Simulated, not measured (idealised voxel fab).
process module | voxel self aligned contacts
cross-section cut | 295 nm wide | cells 5 nm
A cross-section is a grid of square cells, given in bands from the top down. A band is one or more rows of cells.
Each band's line starts with the height of the band's top and of its bottom, in nm. Then come its materials from left to right, each with its width in nm. One material with "throughout" fills the band from edge to edge. "air" is empty space.
Height 0 is the level under which the wafer as received is all one material. The lowest band goes on downwards, as in "0 down".
A width such as "30 to 40" changes by the same amount from each row of cells to the next, from the band's top row to its bottom row.
"no change" after a step means that no cell of the cross-section changed.
closed voids: empty space of 8 cells or more with no open way to the top, each as width x height at its distance from the left edge, in nm
after a step's settings: what the simulator itself notes on the step
overlay nm, on a step with a mask: how far to the right of its planned place the mask lay; to the left if negative
Each pair below shows a cross-section before one step and the cross-section after it, down to the lowest band that changed. The line under each pair gives the step between them, with its settings. The pairs can come from different runs of this module on the same starting wafer, so a pair continues from the pair above only where its "before" says so.
before
  65 to 60: SiO2 80 | air 55 | SiO2 20 | air 55 | SiO2 85
  60 to 35: SiO2 45 | SiN 50 | air 25 | SiN 50 | air 25 | SiN 50 | SiO2 50
  35 to 5: SiO2 45 | SiN 10 | polySi 40 | SiN 10 | air 15 | SiN 10 | polySi 40 | SiN 10 | air 15 | SiN 10 | polySi 40 | SiN 10 | SiO2 40
  5 to 0: SiO2 105 | air 15 | SiO2 60 | air 15 | SiO2 100
  0 down: Si throughout
  closed voids: none
after
  70 to 65: TiN 85 | air 45 | TiN 30 | air 45 | TiN 90
  65 to 60: SiO2 80 | TiN 20 | air 15 | TiN 20 | SiO2 20 | TiN 20 | air 15 | TiN 20 | SiO2 85
  60 to 40: SiO2 45 | SiN 50 | TiN 5 | air 15 | TiN 5 | SiN 50 | TiN 5 | air 15 | TiN 5 | SiN 50 | SiO2 50
  40 to 35: SiO2 45 | SiN 50 | TiN 15 | air 5 | TiN 5 | SiN 50 | TiN 15 | air 5 | TiN 5 | SiN 50 | SiO2 50
  35 to 5: SiO2 45 | SiN 10 | polySi 40 | SiN 10 | TiN 5 | air 5 | TiN 5 | SiN 10 | polySi 40 | SiN 10 | TiN 5 | air 5 | TiN 5 | SiN 10 | polySi 40 | SiN 10 | SiO2 40
  5 to 0: SiO2 105 | TiN 15 | SiO2 60 | TiN 15 | SiO2 100
  below 0: unchanged
  closed voids: none
the step between: op CONFORMAL_DEP | material TiN | thk nm 5
before: the cross-section after the pair above
after
  80 to 70: W throughout
  70 to 65: TiN 85 | W 45 | TiN 30 | W 45 | TiN 90
  65 to 60: SiO2 80 | TiN 20 | W 15 | TiN 20 | SiO2 20 | TiN 20 | W 15 | TiN 20 | SiO2 85
  60 to 40: SiO2 45 | SiN 50 | TiN 5 | W 15 | TiN 5 | SiN 50 | TiN 5 | W 15 | TiN 5 | SiN 50 | SiO2 50
  40 to 35: SiO2 45 | SiN 50 | TiN 15 | W 5 | TiN 5 | SiN 50 | TiN 15 | W 5 | TiN 5 | SiN 50 | SiO2 50
  35 to 5: SiO2 45 | SiN 10 | polySi 40 | SiN 10 | TiN 5 | W 5 | TiN 5 | SiN 10 | polySi 40 | SiN 10 | TiN 5 | W 5 | TiN 5 | SiN 10 | polySi 40 | SiN 10 | SiO2 40
  below 5: unchanged
  closed voids: none
the step between: op FILL_DEP | material W | thk nm 10
before: the cross-section after the pair above
after
  65 to 60: SiO2 80 | TiN 20 | W 15 | TiN 20 | SiO2 20 | TiN 20 | W 15 | TiN 20 | SiO2 85
  below 60: unchanged
  closed voids: none
the step between: op CMP | height nm 65
before: the cross-section after the pair above
after
  70 to 65: SiCN throughout
  below 65: unchanged
  closed voids: none
the step between: op CONFORMAL_DEP | material SiCN | thk nm 5
before
  65 to 60: SiO2 80 | TiN 20 | W 15 | TiN 20 | SiO2 20 | TiN 20 | W 15 | TiN 20 | SiO2 85
  60 to 35: SiO2 45 | SiN 50 | TiN 5 | W 15 | TiN 5 | SiN 50 | TiN 5 | W 15 | TiN 5 | SiN 50 | SiO2 50
  35 to 5: SiO2 45 | SiN 10 | polySi 30 | SiN 10 | TiN 5 | W 15 | TiN 5 | SiN 10 | polySi 30 | SiN 10 | TiN 5 | W 15 | TiN 5 | SiN 10 | polySi 30 | SiN 10 | SiO2 50
  5 to 0: SiO2 95 | TiN 25 | SiO2 50 | TiN 25 | SiO2 100
  0 down: Si throughout
  closed voids: none
after
  70 to 65: SiO2 throughout
  below 65: unchanged
  closed voids: none
the step between: op CONFORMAL_DEP | material SiO2 | thk nm 5
before
  65 to 60: SiO2 throughout
  60 to 35: SiO2 45 | SiN 50 | SiO2 25 | SiN 50 | SiO2 25 | SiN 50 | SiO2 50
  35 to 5: SiO2 45 | SiN 10 | polySi 30 | SiN 10 | SiO2 25 | SiN 10 | polySi 30 | SiN 10 | SiO2 25 | SiN 10 | polySi 30 | SiN 10 | SiO2 50
  5 to 0: SiO2 throughout
  0 down: Si throughout
  closed voids: none
after
  80 to 65: air 80 | resist 55 | air 20 | resist 55 | air 85
  below 65: unchanged
  closed voids: none
the step between: op PATTERN | tone cover | mask id CONTACT | material resist | width nm 55 | pitch nm 75 | thk nm 15 | overlay nm 0
before: the cross-section after the pair above
after
  80 to 65: air 80 | resist 55 | air 20 | resist 55 | air 85
  65 to 60: air 80 | SiO2 55 | air 20 | SiO2 55 | air 85
  60 to 35: air 45 | SiN 50 | SiO2 25 | SiN 50 | SiO2 25 | SiN 50 | air 50
  35 to 5: air 45 | SiN 10 | polySi 30 | SiN 10 | SiO2 25 | SiN 10 | polySi 30 | SiN 10 | SiO2 25 | SiN 10 | polySi 30 | SiN 10 | air 50
  5 to 0: air 45 | SiO2 200 | air 50
  below 0: unchanged
  closed voids: none
the step between: op DIRECTIONAL_ETCH | etch materials SiO2 | depth nm 65
before: the cross-section after the pair above
after
  65 to 60: air 80 | SiO2 55 | air 20 | SiO2 55 | air 85
  below 60: unchanged
  closed voids: none
the step between: op STRIP | etch materials resist
before: the cross-section after the pair above
after
  70 to 65: air 75 | TiN 65 | air 10 | TiN 65 | air 80
  65 to 60: air 40 | TiN 40 | SiO2 55 | TiN 20 | SiO2 55 | TiN 40 | air 45
  60 to 35: air 40 | TiN 5 | SiN 50 | SiO2 25 | SiN 50 | SiO2 25 | SiN 50 | TiN 5 | air 45
  35 to 5: air 40 | TiN 5 | SiN 10 | polySi 30 | SiN 10 | SiO2 25 | SiN 10 | polySi 30 | SiN 10 | SiO2 25 | SiN 10 | polySi 30 | SiN 10 | TiN 5 | air 45
  5 to 0: TiN 45 | SiO2 200 | TiN 50
  below 0: unchanged
  closed voids: none
the step between: op CONFORMAL_DEP | material TiN | thk nm 5
before: the cross-section after the pair above
after
  80 to 70: W throughout
  70 to 65: W 75 | TiN 65 | W 10 | TiN 65 | W 80
  65 to 60: W 40 | TiN 40 | SiO2 55 | TiN 20 | SiO2 55 | TiN 40 | W 45
  60 to 35: W 40 | TiN 5 | SiN 50 | SiO2 25 | SiN 50 | SiO2 25 | SiN 50 | TiN 5 | W 45
  35 to 5: W 40 | TiN 5 | SiN 10 | polySi 30 | SiN 10 | SiO2 25 | SiN 10 | polySi 30 | SiN 10 | SiO2 25 | SiN 10 | polySi 30 | SiN 10 | TiN 5 | W 45
  below 5: unchanged
  closed voids: none
the step between: op FILL_DEP | material W | thk nm 10
before: the cross-section after the pair above
after
  65 to 60: W 40 | TiN 40 | SiO2 55 | TiN 20 | SiO2 55 | TiN 40 | W 45
  below 60: unchanged
  closed voids: none
the step between: op CMP | height nm 65
before: the cross-section after the pair above
after
  70 to 65: SiCN throughout
  below 65: unchanged
  closed voids: none
the step between: op CONFORMAL_DEP | material SiCN | thk nm 5
